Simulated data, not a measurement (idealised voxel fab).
Process module, titled voxel transistor to metal
Square cells of 5 nm make up the cross-section cut, whose width is 195 nm.
Cross-section layout: square cells on a grid; listed as bands, top to bottom; a band spans one or more cell rows. Heights first: top, then bottom, in nm. Then materials, left to right, each with a width in nm. "edge to edge" on a single material: fills the band edge to edge. "empty": empty space. Heights are measured from 0, the level below which the as-received wafer is all one material; the lowest band has no bottom and continues downward, written as in "0 -> down". The width entry "30->40" should be interpreted row by row: the top row of cells in the band takes the first number, the bottom row takes the second number, and the change between adjacent rows is uniform throughout. Any step labelled "no alteration" changed none of the cells in the cross-section. So "Fully enclosed voids" is basically the list of trapped voids: any empty space of 8 cells or more that can't reach the top through an opening. They're written width x height at distance, the distance being from the left edge, and it's all nm. Post-settings text on a step line: simulator's own remark regarding the step. Each step line may optionally specify "overlay nm", which for a step with a mask gives the rightward distance between the mask's planned place and where it lay, a negative value indicating the leftward direction.

So here's the lineup of process steps we planned
step 1: RECEIVE,material Si
step 2: OXIDIZE,depth nm 5
step 3: CONFORMAL_DEP,material SiN,thk nm 10
step 4: MASKED_ETCH,tone cover,mask id ACTIVE,width nm 115,etch materials SiN,depth nm 10,overlay nm 0
step 5: MASKED_ETCH,tone cover,mask id ACTIVE,width nm 115,etch materials SiO2,depth nm 5,overlay nm 0
step 6: MASKED_ETCH,tone cover,mask id ACTIVE,width nm 115,etch materials Si,depth nm 30,overlay nm 0
step 7: FILL_DEP,material SiO2,thk nm 15
step 8: CMP,height nm 10
step 9: SELECTIVE_ETCH,etch materials SiO2,depth nm 10
step 10: STRIP,etch materials SiN
step 11: SELECTIVE_ETCH,etch materials SiO2,depth nm 5
step 12: OXIDIZE,depth nm 5
step 13: DIRECTIONAL_DEP,material polySi,thk nm 25
step 14: DIRECTIONAL_DEP,material SiCN,thk nm 15
step 15: PATTERN,tone cover,mask id GATE,material resist,width nm 35,thk nm 15,overlay nm 0
step 16: DIRECTIONAL_ETCH,etch materials SiCN,depth nm 25
step 17: DIRECTIONAL_ETCH,etch materials polySi,depth nm 35
step 18: STRIP,etch materials resist
step 19: CONFORMAL_DEP,material SiN,thk nm 10
step 20: DIRECTIONAL_ETCH,etch materials SiN,depth nm 10
step 21: DIRECTIONAL_ETCH,etch materials SiO2,depth nm 5
step 22: EPI,material SiGe,thk nm 5
step 23: FILL_DEP,material SiO2,thk nm 5
step 24: CMP,height nm 20
step 25: STRIP,etch materials polySi
step 26: SELECTIVE_ETCH,etch materials SiO2,depth nm 5
step 27: CONFORMAL_DEP,material HfO2,thk nm 5
step 28: CONFORMAL_DEP,material TiN,thk nm 5
step 29: FILL_DEP,material W,thk nm 10
step 30: CMP,height nm 15
step 31: DIRECTIONAL_DEP,material SiO2,thk nm 10
step 32: MASKED_ETCH,tone open,mask id CONTACT,width nm 15,pitch nm 80,etch materials SiO2,depth nm 30,overlay nm 0
step 33: CONFORMAL_DEP,material TiN,thk nm 5
step 34: FILL_DEP,material W,thk nm 10
step 35: CMP,height nm 25
step 36: CONFORMAL_DEP,material SiCN,thk nm 5
step 37: DIRECTIONAL_DEP,material SiO2,thk nm 15
step 38: MASKED_ETCH,tone open,mask id METAL_1,width nm 15,pitch nm 80,etch materials SiO2,depth nm 15,overlay nm 0
step 39: MASKED_ETCH,tone open,mask id METAL_1,width nm 15,pitch nm 80,etch materials SiCN,depth nm 5,overlay nm 0
step 40: CONFORMAL_DEP,material TiN,thk nm 5
step 41: FILL_DEP,material W,thk nm 10
step 42: CMP,height nm 45
step 43: CONFORMAL_DEP,material SiCN,thk nm 5
step 44: DIRECTIONAL_DEP,material SiO2,thk nm 35
step 45: MASKED_ETCH,tone open,mask id METAL_2,width nm 15,pitch nm 80,etch materials SiO2,depth nm 20,overlay nm 0
step 46: DIRECTIONAL_DEP,material aC,thk nm 15
step 47: PATTERN,tone open,mask id METAL_2_HOLES,material resist,width nm 15,pitch nm 80,thk nm 30,overlay nm 0
step 48: DIRECTIONAL_ETCH,etch materials aC,depth nm 15
step 49: STRIP,etch materials resist
step 50: DIRECTIONAL_ETCH,etch materials SiO2,depth nm 15
step 51: DIRECTIONAL_ETCH,etch materials SiCN,depth nm 5
step 52: STRIP,etch materials aC
step 53: CONFORMAL_DEP,material TiN,thk nm 5
step 54: FILL_DEP,material Ru,thk nm 10
step 55: CMP,height nm 85
step 56: CONFORMAL_DEP,material SiN,thk nm 5

Of two wafers, the first: run according to plan

Incoming wafer, cross-sectional view, post step 1
- 0 -> down | Si edge to edge
- Fully enclosed voids: none

Cross-section: wafer state after step 2
- 0 -> -5 | SiO2 edge to edge
- Everything under -5 stays put, no change at all.

Cross-section: wafer state after step 3
- 10 -> 0 | SiN edge to edge
- Everything under 0 stays put, no change at all.

Cross-section: wafer state after step 4
- 10 -> 0 | 40 of empty, 115 of SiN, 40 of empty
- Everything under 0 stays put, no change at all.

Cross-section: wafer state after step 5
- 10 -> 0 | 40 of empty, 115 of SiN, 40 of empty
- 0 -> -5 | 40 of empty, 115 of SiO2, 40 of empty
- Everything under -5 stays put, no change at all.

Cross-section: wafer state after step 6
- 10 -> 0 | 40 of empty, 115 of SiN, 40 of empty
- 0 -> -5 | 40 of empty, 115 of SiO2, 40 of empty
- -5 -> -35 | 40 of empty, 115 of Si, 40 of empty
- Everything under -35 stays put, no change at all.

Cross-section: wafer state after step 7
- 25 -> 10 | SiO2 edge to edge
- 10 -> 0 | 40 of SiO2, 115 of SiN, 40 of SiO2
- 0 -> -5 | SiO2 edge to edge
- -5 -> -35 | 40 of SiO2, 115 of Si, 40 of SiO2
- Everything under -35 stays put, no change at all.

Cross-section: wafer state after step 8
- 10 -> 0 | 40 of SiO2, 115 of SiN, 40 of SiO2
- Everything under 0 stays put, no change at all.

Cross-section: wafer state after step 9
- 10 -> 0 | 40 of empty, 115 of SiN, 40 of empty
- Everything under 0 stays put, no change at all.

Cross-section: wafer state after step 10
- 0 -> -5 | SiO2 edge to edge
- Everything under -5 stays put, no change at all.

Cross-section: wafer state after step 11
- -5 -> -35 | 40 of SiO2, 115 of Si, 40 of SiO2
- Everything under -35 stays put, no change at all.

Cross-section: wafer state after step 12
- -5 -> -10 | SiO2 edge to edge
- Everything under -10 stays put, no change at all.

Cross-section: wafer state after step 13
- 20 -> -5 | polySi edge to edge
- Everything under -5 stays put, no change at all.

Cross-section: wafer state after step 14
- 35 -> 20 | SiCN edge to edge
- Everything under 20 stays put, no change at all.

Cross-section: wafer state after step 15
- 50 -> 35 | 80 of empty, 35 of resist, 80 of empty
- Everything under 35 stays put, no change at all.

Cross-section: wafer state after step 16
- 50 -> 35 | 80 of empty, 35 of resist, 80 of empty
- 35 -> 20 | 80 of empty, 35 of SiCN, 80 of empty
- Everything under 20 stays put, no change at all.

Cross-section: wafer state after step 17
- 50 -> 35 | 80 of empty, 35 of resist, 80 of empty
- 35 -> 20 | 80 of empty, 35 of SiCN, 80 of empty
- 20 -> -5 | 80 of empty, 35 of polySi, 80 of empty
- Everything under -5 stays put, no change at all.

Cross-section: wafer state after step 18
- 35 -> 20 | 80 of empty, 35 of SiCN, 80 of empty
- Everything under 20 stays put, no change at all.

Cross-section: wafer state after step 19
- 45 -> 35 | 70 of empty, 55 of SiN, 70 of empty
- 35 -> 20 | 70 of empty, 10 of SiN, 35 of SiCN, 10 of SiN, 70 of empty
- 20 -> 5 | 70 of empty, 10 of SiN, 35 of polySi, 10 of SiN, 70 of empty
- 5 -> -5 | 80 of SiN, 35 of polySi, 80 of SiN
- Everything under -5 stays put, no change at all.

Cross-section: wafer state after step 20
- 35 -> 20 | 70 of empty, 10 of SiN, 35 of SiCN, 10 of SiN, 70 of empty
- 20 -> -5 | 70 of empty, 10 of SiN, 35 of polySi, 10 of SiN, 70 of empty
- Everything under -5 stays put, no change at all.

Cross-section: wafer state after step 21
- 35 -> 20 | 70 of empty, 10 of SiN, 35 of SiCN, 10 of SiN, 70 of empty
- 20 -> -5 | 70 of empty, 10 of SiN, 35 of polySi, 10 of SiN, 70 of empty
- -5 -> -10 | 70 of empty, 55 of SiO2, 70 of empty
- Everything under -10 stays put, no change at all.

Cross-section: wafer state after step 22
- 35 -> 20 | 70 of empty, 10 of SiN, 35 of SiCN, 10 of SiN, 70 of empty
- 20 -> -5 | 70 of empty, 10 of SiN, 35 of polySi, 10 of SiN, 70 of empty
- -5 -> -10 | 35 of empty, 35 of SiGe, 55 of SiO2, 35 of SiGe, 35 of empty
- Everything under -10 stays put, no change at all.

Cross-section: wafer state after step 23
- 40 -> 35 | SiO2 edge to edge
- 35 -> 20 | 70 of SiO2, 10 of SiN, 35 of SiCN, 10 of SiN, 70 of SiO2
- 20 -> -5 | 70 of SiO2, 10 of SiN, 35 of polySi, 10 of SiN, 70 of SiO2
- -5 -> -10 | 35 of SiO2, 35 of SiGe, 55 of SiO2, 35 of SiGe, 35 of SiO2
- Everything under -10 stays put, no change at all.

Cross-section: wafer state after step 24
- 20 -> -5 | 70 of SiO2, 10 of SiN, 35 of polySi, 10 of SiN, 70 of SiO2
- Everything under -5 stays put, no change at all.

Cross-section: wafer state after step 25
- 20 -> -5 | 70 of SiO2, 10 of SiN, 35 of empty, 10 of SiN, 70 of SiO2
- Everything under -5 stays put, no change at all.

Cross-section: wafer state after step 26
- 20 -> 15 | 70 of empty, 10 of SiN, 35 of empty, 10 of SiN, 70 of empty
- 15 -> -5 | 70 of SiO2, 10 of SiN, 35 of empty, 10 of SiN, 70 of SiO2
- -5 -> -10 | 35 of SiO2, 35 of SiGe, 5 of SiO2, 45 of empty, 5 of SiO2, 35 of SiGe, 35 of SiO2
- Everything under -10 stays put, no change at all.

Cross-section: wafer state after step 27
- 25 -> 20 | 65 of empty, 20 of HfO2, 25 of empty, 20 of HfO2, 65 of empty
- 20 -> 15 | 70 of HfO2, 10 of SiN, 5 of HfO2, 25 of empty, 5 of HfO2, 10 of SiN, 70 of HfO2
- 15 -> -5 | 70 of SiO2, 10 of SiN, 5 of HfO2, 25 of empty, 5 of HfO2, 10 of SiN, 70 of SiO2
- -5 -> -10 | 35 of SiO2, 35 of SiGe, 5 of SiO2, 45 of HfO2, 5 of SiO2, 35 of SiGe, 35 of SiO2
- Everything under -10 stays put, no change at all.

Cross-section: wafer state after step 28
- 30 -> 25 | 60 of empty, 30 of TiN, 15 of empty, 30 of TiN, 60 of empty
- 25 -> 20 | 65 of TiN, 20 of HfO2, 5 of TiN, 15 of empty, 5 of TiN, 20 of HfO2, 65 of TiN
- 20 -> 15 | 70 of HfO2, 10 of SiN, 5 of HfO2, 5 of TiN, 15 of empty, 5 of TiN, 5 of HfO2, 10 of SiN, 70 of HfO2
- 15 -> 0 | 70 of SiO2, 10 of SiN, 5 of HfO2, 5 of TiN, 15 of empty, 5 of TiN, 5 of HfO2, 10 of SiN, 70 of SiO2
- 0 -> -5 | 70 of SiO2, 10 of SiN, 5 of HfO2, 25 of TiN, 5 of HfO2, 10 of SiN, 70 of SiO2
- Everything under -5 stays put, no change at all.

Cross-section: wafer state after step 29
- 40 -> 30 | W edge to edge
- 30 -> 25 | 60 of W, 30 of TiN, 15 of W, 30 of TiN, 60 of W
- 25 -> 20 | 65 of TiN, 20 of HfO2, 5 of TiN, 15 of W, 5 of TiN, 20 of HfO2, 65 of TiN
- 20 -> 15 | 70 of HfO2, 10 of SiN, 5 of HfO2, 5 of TiN, 15 of W, 5 of TiN, 5 of HfO2, 10 of SiN, 70 of HfO2
- 15 -> 0 | 70 of SiO2, 10 of SiN, 5 of HfO2, 5 of TiN, 15 of W, 5 of TiN, 5 of HfO2, 10 of SiN, 70 of SiO2
- Everything under 0 stays put, no change at all.

Cross-section: wafer state after step 30
- 15 -> 0 | 70 of SiO2, 10 of SiN, 5 of HfO2, 5 of TiN, 15 of W, 5 of TiN, 5 of HfO2, 10 of SiN, 70 of SiO2
- Everything under 0 stays put, no change at all.

Cross-section: wafer state after step 31
- 25 -> 15 | SiO2 edge to edge
- Everything under 15 stays put, no change at all.

Cross-section: wafer state after step 32
- 25 -> 15 | 50 of SiO2, 15 of empty, 65 of SiO2, 15 of empty, 50 of SiO2
- 15 -> 0 | 50 of SiO2, 15 of empty, 5 of SiO2, 10 of SiN, 5 of HfO2, 5 of TiN, 15 of W, 5 of TiN, 5 of HfO2, 10 of SiN, 5 of SiO2, 15 of empty, 50 of SiO2
- 0 -> -5 | 50 of SiO2, 15 of empty, 5 of SiO2, 10 of SiN, 5 of HfO2, 25 of TiN, 5 of HfO2, 10 of SiN, 5 of SiO2, 15 of empty, 50 of SiO2
- Everything under -5 stays put, no change at all.

Cross-section: wafer state after step 33
- 30 -> 25 | 55 of TiN, 5 of empty, 75 of TiN, 5 of empty, 55 of TiN
- 25 -> 15 | 50 of SiO2, 5 of TiN, 5 of empty, 5 of TiN, 65 of SiO2, 5 of TiN, 5 of empty, 5 of TiN, 50 of SiO2
- 15 -> 0 | 50 of SiO2, 5 of TiN, 5 of empty, 5 of TiN, 5 of SiO2, 10 of SiN, 5 of HfO2, 5 of TiN, 15 of W, 5 of TiN, 5 of HfO2, 10 of SiN, 5 of SiO2, 5 of TiN, 5 of empty, 5 of TiN, 50 of SiO2
- 0 -> -5 | 50 of SiO2, 15 of TiN, 5 of SiO2, 10 of SiN, 5 of HfO2, 25 of TiN, 5 of HfO2, 10 of SiN, 5 of SiO2, 15 of TiN, 50 of SiO2
- Everything under -5 stays put, no change at all.

Cross-section: wafer state after step 34
- 40 -> 30 | W edge to edge
- 30 -> 25 | 55 of TiN, 5 of W, 75 of TiN, 5 of W, 55 of TiN
- 25 -> 15 | 50 of SiO2, 5 of TiN, 5 of W, 5 of TiN, 65 of SiO2, 5 of TiN, 5 of W, 5 of TiN, 50 of SiO2
- 15 -> 0 | 50 of SiO2, 5 of TiN, 5 of W, 5 of TiN, 5 of SiO2, 10 of SiN, 5 of HfO2, 5 of TiN, 15 of W, 5 of TiN, 5 of HfO2, 10 of SiN, 5 of SiO2, 5 of TiN, 5 of W, 5 of TiN, 50 of SiO2
- Everything under 0 stays put, no change at all.

Cross-section: wafer state after step 35
- 25 -> 15 | 50 of SiO2, 5 of TiN, 5 of W, 5 of TiN, 65 of SiO2, 5 of TiN, 5 of W, 5 of TiN, 50 of SiO2
- Everything under 15 stays put, no change at all.

Cross-section: wafer state after step 36
- 30 -> 25 | SiCN edge to edge
- Everything under 25 stays put, no change at all.

Cross-section: wafer state after step 37
- 45 -> 30 | SiO2 edge to edge
- Everything under 30 stays put, no change at all.

Cross-section: wafer state after step 38
- 45 -> 30 | 50 of SiO2, 15 of empty, 65 of SiO2, 15 of empty, 50 of SiO2
- Everything under 30 stays put, no change at all.

Cross-section: wafer state after step 39
- 45 -> 30 | 50 of SiO2, 15 of empty, 65 of SiO2, 15 of empty, 50 of SiO2
- 30 -> 25 | 50 of SiCN, 15 of empty, 65 of SiCN, 15 of empty, 50 of SiCN
- Everything under 25 stays put, no change at all.

Cross-section: wafer state after step 40
- 50 -> 45 | 55 of TiN, 5 of empty, 75 of TiN, 5 of empty, 55 of TiN
- 45 -> 30 | 50 of SiO2, 5 of TiN, 5 of empty, 5 of TiN, 65 of SiO2, 5 of TiN, 5 of empty, 5 of TiN, 50 of SiO2
- 30 -> 25 | 50 of SiCN, 15 of TiN, 65 of SiCN, 15 of TiN, 50 of SiCN
- Everything under 25 stays put, no change at all.

Cross-section: wafer state after step 41
- 60 -> 50 | W edge to edge
- 50 -> 45 | 55 of TiN, 5 of W, 75 of TiN, 5 of W, 55 of TiN
- 45 -> 30 | 50 of SiO2, 5 of TiN, 5 of W, 5 of TiN, 65 of SiO2, 5 of TiN, 5 of W, 5 of TiN, 50 of SiO2
- Everything under 30 stays put, no change at all.

Cross-section: wafer state after step 42
- 45 -> 30 | 50 of SiO2, 5 of TiN, 5 of W, 5 of TiN, 65 of SiO2, 5 of TiN, 5 of W, 5 of TiN, 50 of SiO2
- Everything under 30 stays put, no change at all.

Cross-section: wafer state after step 43
- 50 -> 45 | SiCN edge to edge
- Everything under 45 stays put, no change at all.

Cross-section: wafer state after step 44
- 85 -> 50 | SiO2 edge to edge
- Everything under 50 stays put, no change at all.

Cross-section: wafer state after step 45
- 85 -> 65 | 50 of SiO2, 15 of empty, 65 of SiO2, 15 of empty, 50 of SiO2
- Everything under 65 stays put, no change at all.

Cross-section: wafer state after step 46
- 100 -> 85 | 50 of aC, 15 of empty, 65 of aC, 15 of empty, 50 of aC
- 85 -> 80 | 50 of SiO2, 15 of empty, 65 of SiO2, 15 of empty, 50 of SiO2
- 80 -> 65 | 50 of SiO2, 15 of aC, 65 of SiO2, 15 of aC, 50 of SiO2
- Everything under 65 stays put, no change at all.

Cross-section: wafer state after step 47
- 130 -> 100 | 50 of resist, 15 of empty, 65 of resist, 15 of empty, 50 of resist
- Everything under 100 stays put, no change at all.

Cross-section: wafer state after step 48
- 115 -> 100 | 50 of resist, 15 of empty, 65 of resist, 15 of empty, 50 of resist
- 100 -> 85 | 50 of aC, 15 of empty, 65 of aC, 15 of empty, 50 of aC
- 85 -> 65 | 50 of SiO2, 15 of empty, 65 of SiO2, 15 of empty, 50 of SiO2
- Everything under 65 stays put, no change at all.

Cross-section: wafer state after step 49
- 100 -> 85 | 50 of aC, 15 of empty, 65 of aC, 15 of empty, 50 of aC
- Everything under 85 stays put, no change at all.

Cross-section: wafer state after step 50
- 100 -> 85 | 50 of aC, 15 of empty, 65 of aC, 15 of empty, 50 of aC
- 85 -> 50 | 50 of SiO2, 15 of empty, 65 of SiO2, 15 of empty, 50 of SiO2
- Everything under 50 stays put, no change at all.

Cross-section: wafer state after step 51
- 100 -> 85 | 50 of aC, 15 of empty, 65 of aC, 15 of empty, 50 of aC
- 85 -> 50 | 50 of SiO2, 15 of empty, 65 of SiO2, 15 of empty, 50 of SiO2
- 50 -> 45 | 50 of SiCN, 15 of empty, 65 of SiCN, 15 of empty, 50 of SiCN
- Everything under 45 stays put, no change at all.

Cross-section: wafer state after step 52
- 85 -> 50 | 50 of SiO2, 15 of empty, 65 of SiO2, 15 of empty, 50 of SiO2
- Everything under 50 stays put, no change at all.

Cross-section: wafer state after step 53
- 90 -> 85 | 55 of TiN, 5 of empty, 75 of TiN, 5 of empty, 55 of TiN
- 85 -> 50 | 50 of SiO2, 5 of TiN, 5 of empty, 5 of TiN, 65 of SiO2, 5 of TiN, 5 of empty, 5 of TiN, 50 of SiO2
- 50 -> 45 | 50 of SiCN, 15 of TiN, 65 of SiCN, 15 of TiN, 50 of SiCN
- Everything under 45 stays put, no change at all.

Cross-section: wafer state after step 54
- 100 -> 90 | Ru edge to edge
- 90 -> 85 | 55 of TiN, 5 of Ru, 75 of TiN, 5 of Ru, 55 of TiN
- 85 -> 50 | 50 of SiO2, 5 of TiN, 5 of Ru, 5 of TiN, 65 of SiO2, 5 of TiN, 5 of Ru, 5 of TiN, 50 of SiO2
- Everything under 50 stays put, no change at all.

Cross-section: wafer state after step 55
- 85 -> 50 | 50 of SiO2, 5 of TiN, 5 of Ru, 5 of TiN, 65 of SiO2, 5 of TiN, 5 of Ru, 5 of TiN, 50 of SiO2
- Everything under 50 stays put, no change at all.

Cross-section: wafer state after step 56
- 90 -> 85 | SiN edge to edge
- Everything under 85 stays put, no change at all.

Here the second wafer is described. Its start and its plan were those of the first wafer. Its run contained one mistake. Up to and including step 23, it did exactly what the first wafer did

Planned end of step 24: second wafer, cross-section
- 10 -> -5 | 70 of SiO2, 10 of SiN, 35 of polySi, 10 of SiN, 70 of SiO2
- Everything under -5 stays put, no change at all.

Planned end of step 25: second wafer, cross-section
- 10 -> -5 | 70 of SiO2, 10 of SiN, 35 of empty, 10 of SiN, 70 of SiO2
- Everything under -5 stays put, no change at all.

Planned end of step 26: second wafer, cross-section
- 10 -> 5 | 70 of empty, 10 of SiN, 35 of empty, 10 of SiN, 70 of empty
- 5 -> -5 | 70 of SiO2, 10 of SiN, 35 of empty, 10 of SiN, 70 of SiO2
- -5 -> -10 | 35 of SiO2, 35 of SiGe, 5 of SiO2, 45 of empty, 5 of SiO2, 35 of SiGe, 35 of SiO2
- Everything under -10 stays put, no change at all.

Planned end of step 27: second wafer, cross-section
- 15 -> 10 | 65 of empty, 20 of HfO2, 25 of empty, 20 of HfO2, 65 of empty
- 10 -> 5 | 70 of HfO2, 10 of SiN, 5 of HfO2, 25 of empty, 5 of HfO2, 10 of SiN, 70 of HfO2
- 5 -> -5 | 70 of SiO2, 10 of SiN, 5 of HfO2, 25 of empty, 5 of HfO2, 10 of SiN, 70 of SiO2
- -5 -> -10 | 35 of SiO2, 35 of SiGe, 5 of SiO2, 45 of HfO2, 5 of SiO2, 35 of SiGe, 35 of SiO2
- Everything under -10 stays put, no change at all.

Planned end of step 28: second wafer, cross-section
- 20 -> 15 | 60 of empty, 30 of TiN, 15 of empty, 30 of TiN, 60 of empty
- 15 -> 10 | 65 of TiN, 20 of HfO2, 5 of TiN, 15 of empty, 5 of TiN, 20 of HfO2, 65 of TiN
- 10 -> 5 | 70 of HfO2, 10 of SiN, 5 of HfO2, 5 of TiN, 15 of empty, 5 of TiN, 5 of HfO2, 10 of SiN, 70 of HfO2
- 5 -> 0 | 70 of SiO2, 10 of SiN, 5 of HfO2, 5 of TiN, 15 of empty, 5 of TiN, 5 of HfO2, 10 of SiN, 70 of SiO2
- 0 -> -5 | 70 of SiO2, 10 of SiN, 5 of HfO2, 25 of TiN, 5 of HfO2, 10 of SiN, 70 of SiO2
- Everything under -5 stays put, no change at all.

Planned end of step 29: second wafer, cross-section
- 30 -> 20 | W edge to edge
- 20 -> 15 | 60 of W, 30 of TiN, 15 of W, 30 of TiN, 60 of W
- 15 -> 10 | 65 of TiN, 20 of HfO2, 5 of TiN, 15 of W, 5 of TiN, 20 of HfO2, 65 of TiN
- 10 -> 5 | 70 of HfO2, 10 of SiN, 5 of HfO2, 5 of TiN, 15 of W, 5 of TiN, 5 of HfO2, 10 of SiN, 70 of HfO2
- 5 -> 0 | 70 of SiO2, 10 of SiN, 5 of HfO2, 5 of TiN, 15 of W, 5 of TiN, 5 of HfO2, 10 of SiN, 70 of SiO2
- Everything under 0 stays put, no change at all.

Planned end of step 30: second wafer, cross-section
- 15 -> 10 | 65 of TiN, 20 of HfO2, 5 of TiN, 15 of W, 5 of TiN, 20 of HfO2, 65 of TiN
- Everything under 10 stays put, no change at all.

Planned end of step 31: second wafer, cross-section
- 25 -> 15 | SiO2 edge to edge
- Everything under 15 stays put, no change at all.

Planned end of step 32: second wafer, cross-section
- 25 -> 15 | 50 of SiO2, 15 of empty, 65 of SiO2, 15 of empty, 50 of SiO2
- Everything under 15 stays put, no change at all.

Planned end of step 33: second wafer, cross-section
- 30 -> 25 | 55 of TiN, 5 of empty, 75 of TiN, 5 of empty, 55 of TiN
- 25 -> 20 | 50 of SiO2, 5 of TiN, 5 of empty, 5 of TiN, 65 of SiO2, 5 of TiN, 5 of empty, 5 of TiN, 50 of SiO2
- 20 -> 15 | 50 of SiO2, 15 of TiN, 65 of SiO2, 15 of TiN, 50 of SiO2
- Everything under 15 stays put, no change at all.

Planned end of step 34: second wafer, cross-section
- 40 -> 30 | W edge to edge
- 30 -> 25 | 55 of TiN, 5 of W, 75 of TiN, 5 of W, 55 of TiN
- 25 -> 20 | 50 of SiO2, 5 of TiN, 5 of W, 5 of TiN, 65 of SiO2, 5 of TiN, 5 of W, 5 of TiN, 50 of SiO2
- Everything under 20 stays put, no change at all.

Planned end of step 35: second wafer, cross-section
- 25 -> 20 | 50 of SiO2, 5 of TiN, 5 of W, 5 of TiN, 65 of SiO2, 5 of TiN, 5 of W, 5 of TiN, 50 of SiO2
- Everything under 20 stays put, no change at all.

Planned end of step 36: second wafer, cross-section
- 30 -> 25 | SiCN edge to edge
- Everything under 25 stays put, no change at all.

Planned end of step 37: second wafer, cross-section
- 45 -> 30 | SiO2 edge to edge
- Everything under 30 stays put, no change at all.

Planned end of step 38: second wafer, cross-section
- 45 -> 30 | 50 of SiO2, 15 of empty, 65 of SiO2, 15 of empty, 50 of SiO2
- Everything under 30 stays put, no change at all.

Planned end of step 39: second wafer, cross-section
- 45 -> 30 | 50 of SiO2, 15 of empty, 65 of SiO2, 15 of empty, 50 of SiO2
- 30 -> 25 | 50 of SiCN, 15 of empty, 65 of SiCN, 15 of empty, 50 of SiCN
- Everything under 25 stays put, no change at all.

Planned end of step 40: second wafer, cross-section
- 50 -> 45 | 55 of TiN, 5 of empty, 75 of TiN, 5 of empty, 55 of TiN
- 45 -> 30 | 50 of SiO2, 5 of TiN, 5 of empty, 5 of TiN, 65 of SiO2, 5 of TiN, 5 of empty, 5 of TiN, 50 of SiO2
- 30 -> 25 | 50 of SiCN, 15 of TiN, 65 of SiCN, 15 of TiN, 50 of SiCN
- Everything under 25 stays put, no change at all.

Planned end of step 41: second wafer, cross-section
- 60 -> 50 | W edge to edge
- 50 -> 45 | 55 of TiN, 5 of W, 75 of TiN, 5 of W, 55 of TiN
- 45 -> 30 | 50 of SiO2, 5 of TiN, 5 of W, 5 of TiN, 65 of SiO2, 5 of TiN, 5 of W, 5 of TiN, 50 of SiO2
- Everything under 30 stays put, no change at all.

Planned end of step 42: second wafer, cross-section
- 45 -> 30 | 50 of SiO2, 5 of TiN, 5 of W, 5 of TiN, 65 of SiO2, 5 of TiN, 5 of W, 5 of TiN, 50 of SiO2
- Everything under 30 stays put, no change at all.

Planned end of step 43: second wafer, cross-section
- 50 -> 45 | SiCN edge to edge
- Everything under 45 stays put, no change at all.

Planned end of step 44: second wafer, cross-section
- 85 -> 50 | SiO2 edge to edge
- Everything under 50 stays put, no change at all.

Planned end of step 45: second wafer, cross-section
- 85 -> 65 | 50 of SiO2, 15 of empty, 65 of SiO2, 15 of empty, 50 of SiO2
- Everything under 65 stays put, no change at all.

Planned end of step 46: second wafer, cross-section
- 100 -> 85 | 50 of aC, 15 of empty, 65 of aC, 15 of empty, 50 of aC
- 85 -> 80 | 50 of SiO2, 15 of empty, 65 of SiO2, 15 of empty, 50 of SiO2
- 80 -> 65 | 50 of SiO2, 15 of aC, 65 of SiO2, 15 of aC, 50 of SiO2
- Everything under 65 stays put, no change at all.

Planned end of step 47: second wafer, cross-section
- 130 -> 100 | 50 of resist, 15 of empty, 65 of resist, 15 of empty, 50 of resist
- Everything under 100 stays put, no change at all.

Planned end of step 48: second wafer, cross-section
- 115 -> 100 | 50 of resist, 15 of empty, 65 of resist, 15 of empty, 50 of resist
- 100 -> 85 | 50 of aC, 15 of empty, 65 of aC, 15 of empty, 50 of aC
- 85 -> 65 | 50 of SiO2, 15 of empty, 65 of SiO2, 15 of empty, 50 of SiO2
- Everything under 65 stays put, no change at all.

Planned end of step 49: second wafer, cross-section
- 100 -> 85 | 50 of aC, 15 of empty, 65 of aC, 15 of empty, 50 of aC
- Everything under 85 stays put, no change at all.

Planned end of step 50: second wafer, cross-section
- 100 -> 85 | 50 of aC, 15 of empty, 65 of aC, 15 of empty, 50 of aC
- 85 -> 50 | 50 of SiO2, 15 of empty, 65 of SiO2, 15 of empty, 50 of SiO2
- Everything under 50 stays put, no change at all.

Planned end of step 51: second wafer, cross-section
- 100 -> 85 | 50 of aC, 15 of empty, 65 of aC, 15 of empty, 50 of aC
- 85 -> 50 | 50 of SiO2, 15 of empty, 65 of SiO2, 15 of empty, 50 of SiO2
- 50 -> 45 | 50 of SiCN, 15 of empty, 65 of SiCN, 15 of empty, 50 of SiCN
- Everything under 45 stays put, no change at all.

Planned end of step 52: second wafer, cross-section
- 85 -> 50 | 50 of SiO2, 15 of empty, 65 of SiO2, 15 of empty, 50 of SiO2
- Everything under 50 stays put, no change at all.

Planned end of step 53: second wafer, cross-section
- 90 -> 85 | 55 of TiN, 5 of empty, 75 of TiN, 5 of empty, 55 of TiN
- 85 -> 50 | 50 of SiO2, 5 of TiN, 5 of empty, 5 of TiN, 65 of SiO2, 5 of TiN, 5 of empty, 5 of TiN, 50 of SiO2
- 50 -> 45 | 50 of SiCN, 15 of TiN, 65 of SiCN, 15 of TiN, 50 of SiCN
- Everything under 45 stays put, no change at all.

Planned end of step 54: second wafer, cross-section
- 100 -> 90 | Ru edge to edge
- 90 -> 85 | 55 of TiN, 5 of Ru, 75 of TiN, 5 of Ru, 55 of TiN
- 85 -> 50 | 50 of SiO2, 5 of TiN, 5 of Ru, 5 of TiN, 65 of SiO2, 5 of TiN, 5 of Ru, 5 of TiN, 50 of SiO2
- Everything under 50 stays put, no change at all.

Planned end of step 55: second wafer, cross-section
- 85 -> 50 | 50 of SiO2, 5 of TiN, 5 of Ru, 5 of TiN, 65 of SiO2, 5 of TiN, 5 of Ru, 5 of TiN, 50 of SiO2
- Everything under 50 stays put, no change at all.

Planned end of step 56: second wafer, cross-section
- 90 -> 85 | SiN edge to edge
- Everything under 85 stays put, no change at all.
What broke from the plan during processing? note that step 24 departed from the planned setting and was carried out as CMP,height nm 10
Per the end-of-run cell counts, the second wafer holds more or fewer of some materials than the first: 34 more of HfO2 | 4 fewer of SiN | 32 fewer of SiO2 | 10 more of TiN | 8 fewer of W
